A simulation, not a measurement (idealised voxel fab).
The following process module bears the name voxel ribs on slabs.
This is section cut - it's 265 nm across, gridded in 5 nm square cells.
Square cells in a grid make up a cross-section in this document, and the grid is given as bands, listed from the top down, each one or more rows of cells. It is stipulated that each band's entry specify, in nanometres, the height of the top of the band and then that of its bottom, followed by the materials of the band in left-to-right sequence, each together with its width in nanometres. A single material marked by the word "throughout" is understood to fill the band from edge to edge; the word "blank" is understood to denote empty space. Heights are expressed relative to 0, this being the level below which the as-received wafer comprises one material exclusively. The lowest band is unbounded in the downward direction and is denoted as in "0 nm and below". A width such as "30->40" changes by the same amount from each row of cells to the next, from the band's top row to its bottom row. No cell of the cross-section changed in a step that is given as "identical to before". "Enclosed internal cavities": empty spaces of 8 cells or more with no open way to the top, each given as width x height at distance, distance from the left edge, all in nm. Note: text after step settings on the step line = simulator remark on that step. What "overlay nm" on a step's line means: if the step has a mask, that mask lay this far to the right of its planned place, or, when the value is negative, to the left.

[Process steps foreseen in the plan]
| 1 | RECEIVE,material Si |
| 2 | DIRECTIONAL_DEP,material SiO2,thk nm 20 |
| 3 | DIRECTIONAL_DEP,material SiN,thk nm 25 |
| 4 | PATTERN,tone cover,mask id RIB,material resist,width nm 15,thk nm 15,overlay nm 0 |
| 5 | DIRECTIONAL_ETCH,etch materials SiN,depth nm 15 |
| 6 | STRIP,etch materials resist |
| 7 | MASKED_ETCH,tone cover,mask id SLAB,width nm 65,etch materials SiN,depth nm 10,overlay nm 0 |
| 8 | FILL_DEP,material SiO2,thk nm 30 |
| 9 | CMP,height nm 65 |
| 10 | DIRECTIONAL_DEP,material W,thk nm 5 |
| 11 | DIRECTIONAL_DEP,material aC,thk nm 10 |
| 12 | PATTERN,tone cover,mask id HEATER,material resist,width nm 25,thk nm 25,overlay nm 0 |
| 13 | DIRECTIONAL_ETCH,etch materials aC,depth nm 10 |
| 14 | STRIP,etch materials resist |
| 15 | DIRECTIONAL_ETCH,etch materials W,depth nm 5 |
| 16 | STRIP,etch materials aC |
| 17 | CONFORMAL_DEP,material SiN,thk nm 10 |

[First of the two wafers, run per plan]

[Delivered wafer in cross-section: state after step 1]
- 0 nm and below = Si throughout
- Enclosed internal cavities: none

[State of the wafer after step 2, shown in cross-section]
- 20 nm to 0 nm = SiO2 throughout
- For the remainder of the cross-section, below 0, there is no change.

[State of the wafer after step 3, shown in cross-section]
- 45 nm to 20 nm = SiN throughout
- For the remainder of the cross-section, below 20, there is no change.

[State of the wafer after step 4, shown in cross-section]
- 60 nm to 45 nm = blank 125 nm / resist 15 nm / blank 125 nm
- For the remainder of the cross-section, below 45, there is no change.

[State of the wafer after step 5, shown in cross-section]
- 60 nm to 45 nm = blank 125 nm / resist 15 nm / blank 125 nm
- 45 nm to 30 nm = blank 125 nm / SiN 15 nm / blank 125 nm
- For the remainder of the cross-section, below 30, there is no change.

[State of the wafer after step 6, shown in cross-section]
- 45 nm to 30 nm = blank 125 nm / SiN 15 nm / blank 125 nm
- For the remainder of the cross-section, below 30, there is no change.

[State of the wafer after step 7, shown in cross-section]
- 45 nm to 30 nm = blank 125 nm / SiN 15 nm / blank 125 nm
- 30 nm to 20 nm = blank 100 nm / SiN 65 nm / blank 100 nm
- For the remainder of the cross-section, below 20, there is no change.

[State of the wafer after step 8, shown in cross-section]
- 75 nm to 45 nm = SiO2 throughout
- 45 nm to 30 nm = SiO2 125 nm / SiN 15 nm / SiO2 125 nm
- 30 nm to 20 nm = SiO2 100 nm / SiN 65 nm / SiO2 100 nm
- For the remainder of the cross-section, below 20, there is no change.

[State of the wafer after step 9, shown in cross-section]
- 65 nm to 45 nm = SiO2 throughout
- For the remainder of the cross-section, below 45, there is no change.

[State of the wafer after step 10, shown in cross-section]
- 70 nm to 65 nm = W throughout
- For the remainder of the cross-section, below 65, there is no change.

[State of the wafer after step 11, shown in cross-section]
- 80 nm to 70 nm = aC throughout
- For the remainder of the cross-section, below 70, there is no change.

[State of the wafer after step 12, shown in cross-section]
- 105 nm to 80 nm = blank 120 nm / resist 25 nm / blank 120 nm
- For the remainder of the cross-section, below 80, there is no change.

[State of the wafer after step 13, shown in cross-section]
- 95 nm to 80 nm = blank 120 nm / resist 25 nm / blank 120 nm
- 80 nm to 70 nm = blank 120 nm / aC 25 nm / blank 120 nm
- For the remainder of the cross-section, below 70, there is no change.

[State of the wafer after step 14, shown in cross-section]
- 80 nm to 70 nm = blank 120 nm / aC 25 nm / blank 120 nm
- For the remainder of the cross-section, below 70, there is no change.

[State of the wafer after step 15, shown in cross-section]
- 80 nm to 70 nm = blank 120 nm / aC 25 nm / blank 120 nm
- 70 nm to 65 nm = blank 120 nm / W 25 nm / blank 120 nm
- For the remainder of the cross-section, below 65, there is no change.

[State of the wafer after step 16, shown in cross-section]
- 70 nm to 65 nm = blank 120 nm / W 25 nm / blank 120 nm
- For the remainder of the cross-section, below 65, there is no change.

[State of the wafer after step 17, shown in cross-section]
- 80 nm to 75 nm = blank 110 nm / SiN 45 nm / blank 110 nm
- 75 nm to 70 nm = SiN throughout
- 70 nm to 65 nm = SiN 120 nm / W 25 nm / SiN 120 nm
- For the remainder of the cross-section, below 65, there is no change.

[Wafer two of the pair: same origin, same plan, one error during the run; identical to wafer one up to and including step 1]

[Planned end of step 2: second wafer, cross-section]
- 25 nm to 0 nm = SiN throughout
- For the remainder of the cross-section, below 0, there is no change.

[Planned end of step 3: second wafer, cross-section]
- 45 nm to 25 nm = SiO2 throughout
- For the remainder of the cross-section, below 25, there is no change.

[Planned end of step 4: second wafer, cross-section]
- 60 nm to 45 nm = blank 125 nm / resist 15 nm / blank 125 nm
- For the remainder of the cross-section, below 45, there is no change.

Planned end of step 5: second wafer, cross-section: identical to before

[Planned end of step 6: second wafer, cross-section]
- 45 nm to 25 nm = SiO2 throughout
- For the remainder of the cross-section, below 25, there is no change.

Planned end of step 7: second wafer, cross-section: identical to before

[Planned end of step 8: second wafer, cross-section]
- 75 nm to 25 nm = SiO2 throughout
- For the remainder of the cross-section, below 25, there is no change.

[Planned end of step 9: second wafer, cross-section]
- 65 nm to 25 nm = SiO2 throughout
- For the remainder of the cross-section, below 25, there is no change.

[Planned end of step 10: second wafer, cross-section]
- 70 nm to 65 nm = W throughout
- For the remainder of the cross-section, below 65, there is no change.

[Planned end of step 11: second wafer, cross-section]
- 80 nm to 70 nm = aC throughout
- For the remainder of the cross-section, below 70, there is no change.

[Planned end of step 12: second wafer, cross-section]
- 105 nm to 80 nm = blank 120 nm / resist 25 nm / blank 120 nm
- For the remainder of the cross-section, below 80, there is no change.

[Planned end of step 13: second wafer, cross-section]
- 95 nm to 80 nm = blank 120 nm / resist 25 nm / blank 120 nm
- 80 nm to 70 nm = blank 120 nm / aC 25 nm / blank 120 nm
- For the remainder of the cross-section, below 70, there is no change.

[Planned end of step 14: second wafer, cross-section]
- 80 nm to 70 nm = blank 120 nm / aC 25 nm / blank 120 nm
- For the remainder of the cross-section, below 70, there is no change.

[Planned end of step 15: second wafer, cross-section]
- 80 nm to 70 nm = blank 120 nm / aC 25 nm / blank 120 nm
- 70 nm to 65 nm = blank 120 nm / W 25 nm / blank 120 nm
- For the remainder of the cross-section, below 65, there is no change.

[Planned end of step 16: second wafer, cross-section]
- 70 nm to 65 nm = blank 120 nm / W 25 nm / blank 120 nm
- For the remainder of the cross-section, below 65, there is no change.

[Planned end of step 17: second wafer, cross-section]
- 80 nm to 75 nm = blank 110 nm / SiN 45 nm / blank 110 nm
- 75 nm to 70 nm = SiN throughout
- 70 nm to 65 nm = SiN 120 nm / W 25 nm / SiN 120 nm
- For the remainder of the cross-section, below 65, there is no change.
Finding, execution versus plan: steps 2 and 3 got flipped, so each one ran where the other should have
Final cells, second wafer relative to first, materials higher or lower: SiN: 230 more, SiO2: 230 fewer
